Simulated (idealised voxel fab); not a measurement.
process module | voxel self aligned vias
Square cell edge 5 nm, section width 225 nm, ID cut.
Notation: cross-section as square-cell grid; stated in bands, top first, going down; one or more cell rows per band. Each band's line starts with the height of the band's top and of its bottom, in nm. Then come its materials from left to right, each with its width in nm. One material with "edge to edge" fills the band from edge to edge. "empty" is empty space. Height 0 is the level under which the wafer as received is all one material. The lowest band goes on downwards, as in "0..down". Width "30 to 40": first value at the band's top row of cells, second value at its bottom row, equal change from row to row. For the purposes of this document, the phrase "no change occurred" attached to a step denotes that no cell within the cross-section was modified by that step. This entry, "Cavities, sealed", enumerates those empty regions of no fewer than 8 cells that possess no open connection to the top. Each region is reported in the form width x height at distance, the distance being taken from the left edge, with all three quantities expressed in nm. On a step's line, text after the settings is the simulator commenting on that step. Regarding "overlay nm": on a step with a mask, it is the distance the mask lay to the right of its planned place; a negative value places it to the left.

**So here's the lineup of process steps we planned**
1 RECEIVE, material Si
2 CONFORMAL_DEP, material SiO2, thk nm 10
3 CONFORMAL_DEP, material SiCN, thk nm 5
4 DIRECTIONAL_DEP, material SiO2, thk nm 20
5 PATTERN, tone open, mask id LINES, material resist, width nm 30, pitch nm 65, thk nm 15, overlay nm 0
6 DIRECTIONAL_ETCH, etch materials SiO2, depth nm 20
7 STRIP, etch materials resist
8 CONFORMAL_DEP, material TiN, thk nm 5
9 FILL_DEP, material Ru, thk nm 10
10 CMP, height nm 35
11 SELECTIVE_ETCH, etch materials W Ru TiN, depth nm 5
12 FILL_DEP, material SiN, thk nm 5
13 CMP, height nm 35
14 DIRECTIONAL_DEP, material SiO2, thk nm 15
15 PATTERN, tone open, mask id VIAS, material resist, width nm 40, pitch nm 65, thk nm 15, overlay nm 0
16 DIRECTIONAL_ETCH, etch materials SiO2, depth nm 15
17 DIRECTIONAL_ETCH, etch materials SiN, depth nm 5
18 STRIP, etch materials resist
19 CONFORMAL_DEP, material TiN, thk nm 5
20 FILL_DEP, material Cu, thk nm 5
21 CMP, height nm 50
22 CONFORMAL_DEP, material SiCN, thk nm 5

**On the first of the two wafers: run conducted according to plan**

**Here's what the wafer looked like in cross-section when it arrived - that's after step 1**
0..down = Si edge to edge
Cavities, sealed: none

**Wafer xsec, post step 2**
10..0 = SiO2 edge to edge
Everything under 0 stays put, no change at all.

**Wafer xsec, post step 3**
15..10 = SiCN edge to edge
Everything under 10 stays put, no change at all.

**Wafer xsec, post step 4**
35..15 = SiO2 edge to edge
Everything under 15 stays put, no change at all.

**Wafer xsec, post step 5**
50..35 = resist 30 / empty 30 / resist 35 / empty 30 / resist 35 / empty 30 / resist 35
Everything under 35 stays put, no change at all.

**Wafer xsec, post step 6**
50..35 = resist 30 / empty 30 / resist 35 / empty 30 / resist 35 / empty 30 / resist 35
35..15 = SiO2 30 / empty 30 / SiO2 35 / empty 30 / SiO2 35 / empty 30 / SiO2 35
Everything under 15 stays put, no change at all.

**Wafer xsec, post step 7**
35..15 = SiO2 30 / empty 30 / SiO2 35 / empty 30 / SiO2 35 / empty 30 / SiO2 35
Everything under 15 stays put, no change at all.

**Wafer xsec, post step 8**
40..35 = TiN 35 / empty 20 / TiN 45 / empty 20 / TiN 45 / empty 20 / TiN 40
35..20 = SiO2 30 / TiN 5 / empty 20 / TiN 5 / SiO2 35 / TiN 5 / empty 20 / TiN 5 / SiO2 35 / TiN 5 / empty 20 / TiN 5 / SiO2 35
20..15 = SiO2 30 / TiN 30 / SiO2 35 / TiN 30 / SiO2 35 / TiN 30 / SiO2 35
Everything under 15 stays put, no change at all.

**Wafer xsec, post step 9**
50..40 = Ru edge to edge
40..35 = TiN 35 / Ru 20 / TiN 45 / Ru 20 / TiN 45 / Ru 20 / TiN 40
35..20 = SiO2 30 / TiN 5 / Ru 20 / TiN 5 / SiO2 35 / TiN 5 / Ru 20 / TiN 5 / SiO2 35 / TiN 5 / Ru 20 / TiN 5 / SiO2 35
Everything under 20 stays put, no change at all.

**Wafer xsec, post step 10**
35..20 = SiO2 30 / TiN 5 / Ru 20 / TiN 5 / SiO2 35 / TiN 5 / Ru 20 / TiN 5 / SiO2 35 / TiN 5 / Ru 20 / TiN 5 / SiO2 35
Everything under 20 stays put, no change at all.

**Wafer xsec, post step 11**
35..30 = SiO2 30 / empty 30 / SiO2 35 / empty 30 / SiO2 35 / empty 30 / SiO2 35
Everything under 30 stays put, no change at all.

**Wafer xsec, post step 12**
40..35 = SiN edge to edge
35..30 = SiO2 30 / SiN 30 / SiO2 35 / SiN 30 / SiO2 35 / SiN 30 / SiO2 35
Everything under 30 stays put, no change at all.

**Wafer xsec, post step 13**
35..30 = SiO2 30 / SiN 30 / SiO2 35 / SiN 30 / SiO2 35 / SiN 30 / SiO2 35
Everything under 30 stays put, no change at all.

**Wafer xsec, post step 14**
50..35 = SiO2 edge to edge
Everything under 35 stays put, no change at all.

**Wafer xsec, post step 15**
65..50 = resist 25 / empty 40 / resist 25 / empty 40 / resist 25 / empty 40 / resist 30
Everything under 50 stays put, no change at all.

**Wafer xsec, post step 16**
65..50 = resist 25 / empty 40 / resist 25 / empty 40 / resist 25 / empty 40 / resist 30
50..35 = SiO2 25 / empty 40 / SiO2 25 / empty 40 / SiO2 25 / empty 40 / SiO2 30
Everything under 35 stays put, no change at all.

**Wafer xsec, post step 17**
65..50 = resist 25 / empty 40 / resist 25 / empty 40 / resist 25 / empty 40 / resist 30
50..35 = SiO2 25 / empty 40 / SiO2 25 / empty 40 / SiO2 25 / empty 40 / SiO2 30
35..30 = SiO2 30 / empty 30 / SiO2 35 / empty 30 / SiO2 35 / empty 30 / SiO2 35
Everything under 30 stays put, no change at all.

**Wafer xsec, post step 18**
50..35 = SiO2 25 / empty 40 / SiO2 25 / empty 40 / SiO2 25 / empty 40 / SiO2 30
Everything under 35 stays put, no change at all.

**Wafer xsec, post step 19**
55..50 = TiN 30 / empty 30 / TiN 35 / empty 30 / TiN 35 / empty 30 / TiN 35
50..40 = SiO2 25 / TiN 5 / empty 30 / TiN 5 / SiO2 25 / TiN 5 / empty 30 / TiN 5 / SiO2 25 / TiN 5 / empty 30 / TiN 5 / SiO2 30
40..35 = SiO2 25 / TiN 10 / empty 20 / TiN 10 / SiO2 25 / TiN 10 / empty 20 / TiN 10 / SiO2 25 / TiN 10 / empty 20 / TiN 10 / SiO2 30
35..30 = SiO2 30 / TiN 30 / SiO2 35 / TiN 30 / SiO2 35 / TiN 30 / SiO2 35
Everything under 30 stays put, no change at all.

**Wafer xsec, post step 20**
60..55 = Cu edge to edge
55..50 = TiN 30 / Cu 30 / TiN 35 / Cu 30 / TiN 35 / Cu 30 / TiN 35
50..40 = SiO2 25 / TiN 5 / Cu 30 / TiN 5 / SiO2 25 / TiN 5 / Cu 30 / TiN 5 / SiO2 25 / TiN 5 / Cu 30 / TiN 5 / SiO2 30
40..35 = SiO2 25 / TiN 10 / Cu 20 / TiN 10 / SiO2 25 / TiN 10 / Cu 20 / TiN 10 / SiO2 25 / TiN 10 / Cu 20 / TiN 10 / SiO2 30
Everything under 35 stays put, no change at all.

**Wafer xsec, post step 21**
50..40 = SiO2 25 / TiN 5 / Cu 30 / TiN 5 / SiO2 25 / TiN 5 / Cu 30 / TiN 5 / SiO2 25 / TiN 5 / Cu 30 / TiN 5 / SiO2 30
Everything under 40 stays put, no change at all.

**Wafer xsec, post step 22**
55..50 = SiCN edge to edge
Everything under 50 stays put, no change at all.

**Okay, second wafer. Nothing different at the start, nothing different in the plan, just one mistake somewhere in the running. As far as step 2, counting that step, it's the first wafer all over again**

Cross-section of the second wafer corresponding to the planned conclusion of step 3: no change occurred

**Cross-section of the second wafer corresponding to the planned conclusion of step 4**
30..0 = SiO2 edge to edge
Everything under 0 stays put, no change at all.

**Cross-section of the second wafer corresponding to the planned conclusion of step 5**
45..30 = resist 30 / empty 30 / resist 35 / empty 30 / resist 35 / empty 30 / resist 35
Everything under 30 stays put, no change at all.

**Cross-section of the second wafer corresponding to the planned conclusion of step 6**
45..30 = resist 30 / empty 30 / resist 35 / empty 30 / resist 35 / empty 30 / resist 35
30..10 = SiO2 30 / empty 30 / SiO2 35 / empty 30 / SiO2 35 / empty 30 / SiO2 35
Everything under 10 stays put, no change at all.

**Cross-section of the second wafer corresponding to the planned conclusion of step 7**
30..10 = SiO2 30 / empty 30 / SiO2 35 / empty 30 / SiO2 35 / empty 30 / SiO2 35
Everything under 10 stays put, no change at all.

**Cross-section of the second wafer corresponding to the planned conclusion of step 8**
35..30 = TiN 35 / empty 20 / TiN 45 / empty 20 / TiN 45 / empty 20 / TiN 40
30..15 = SiO2 30 / TiN 5 / empty 20 / TiN 5 / SiO2 35 / TiN 5 / empty 20 / TiN 5 / SiO2 35 / TiN 5 / empty 20 / TiN 5 / SiO2 35
15..10 = SiO2 30 / TiN 30 / SiO2 35 / TiN 30 / SiO2 35 / TiN 30 / SiO2 35
Everything under 10 stays put, no change at all.

**Cross-section of the second wafer corresponding to the planned conclusion of step 9**
45..35 = Ru edge to edge
35..30 = TiN 35 / Ru 20 / TiN 45 / Ru 20 / TiN 45 / Ru 20 / TiN 40
30..15 = SiO2 30 / TiN 5 / Ru 20 / TiN 5 / SiO2 35 / TiN 5 / Ru 20 / TiN 5 / SiO2 35 / TiN 5 / Ru 20 / TiN 5 / SiO2 35
Everything under 15 stays put, no change at all.

**Cross-section of the second wafer corresponding to the planned conclusion of step 10**
35..30 = TiN 35 / Ru 20 / TiN 45 / Ru 20 / TiN 45 / Ru 20 / TiN 40
Everything under 30 stays put, no change at all.

**Cross-section of the second wafer corresponding to the planned conclusion of step 11**
30..15 = SiO2 30 / TiN 5 / Ru 20 / TiN 5 / SiO2 35 / TiN 5 / Ru 20 / TiN 5 / SiO2 35 / TiN 5 / Ru 20 / TiN 5 / SiO2 35
Everything under 15 stays put, no change at all.

**Cross-section of the second wafer corresponding to the planned conclusion of step 12**
35..30 = SiN edge to edge
Everything under 30 stays put, no change at all.

Cross-section of the second wafer corresponding to the planned conclusion of step 13: no change occurred

**Cross-section of the second wafer corresponding to the planned conclusion of step 14**
50..35 = SiO2 edge to edge
Everything under 35 stays put, no change at all.

**Cross-section of the second wafer corresponding to the planned conclusion of step 15**
65..50 = resist 25 / empty 40 / resist 25 / empty 40 / resist 25 / empty 40 / resist 30
Everything under 50 stays put, no change at all.

**Cross-section of the second wafer corresponding to the planned conclusion of step 16**
65..50 = resist 25 / empty 40 / resist 25 / empty 40 / resist 25 / empty 40 / resist 30
50..35 = SiO2 25 / empty 40 / SiO2 25 / empty 40 / SiO2 25 / empty 40 / SiO2 30
Everything under 35 stays put, no change at all.

**Cross-section of the second wafer corresponding to the planned conclusion of step 17**
65..50 = resist 25 / empty 40 / resist 25 / empty 40 / resist 25 / empty 40 / resist 30
50..35 = SiO2 25 / empty 40 / SiO2 25 / empty 40 / SiO2 25 / empty 40 / SiO2 30
35..30 = SiN 25 / empty 40 / SiN 25 / empty 40 / SiN 25 / empty 40 / SiN 30
Everything under 30 stays put, no change at all.

**Cross-section of the second wafer corresponding to the planned conclusion of step 18**
50..35 = SiO2 25 / empty 40 / SiO2 25 / empty 40 / SiO2 25 / empty 40 / SiO2 30
Everything under 35 stays put, no change at all.

**Cross-section of the second wafer corresponding to the planned conclusion of step 19**
55..50 = TiN 30 / empty 30 / TiN 35 / empty 30 / TiN 35 / empty 30 / TiN 35
50..35 = SiO2 25 / TiN 5 / empty 30 / TiN 5 / SiO2 25 / TiN 5 / empty 30 / TiN 5 / SiO2 25 / TiN 5 / empty 30 / TiN 5 / SiO2 30
35..30 = SiN 25 / TiN 40 / SiN 25 / TiN 40 / SiN 25 / TiN 40 / SiN 30
Everything under 30 stays put, no change at all.

**Cross-section of the second wafer corresponding to the planned conclusion of step 20**
60..55 = Cu edge to edge
55..50 = TiN 30 / Cu 30 / TiN 35 / Cu 30 / TiN 35 / Cu 30 / TiN 35
50..35 = SiO2 25 / TiN 5 / Cu 30 / TiN 5 / SiO2 25 / TiN 5 / Cu 30 / TiN 5 / SiO2 25 / TiN 5 / Cu 30 / TiN 5 / SiO2 30
Everything under 35 stays put, no change at all.

**Cross-section of the second wafer corresponding to the planned conclusion of step 21**
50..35 = SiO2 25 / TiN 5 / Cu 30 / TiN 5 / SiO2 25 / TiN 5 / Cu 30 / TiN 5 / SiO2 25 / TiN 5 / Cu 30 / TiN 5 / SiO2 30
Everything under 35 stays put, no change at all.

**Cross-section of the second wafer corresponding to the planned conclusion of step 22**
55..50 = SiCN edge to edge
Everything under 50 stays put, no change at all.
Which mistake was made when the wafer was run? the run left out plan step 3 entirely, so it was never executed
Wrapping up, a cell-based count of both wafers puts the second over or under the first for these materials: +6 Cu, +12 Ru, -45 SiCN, +21 SiN, +6 TiN
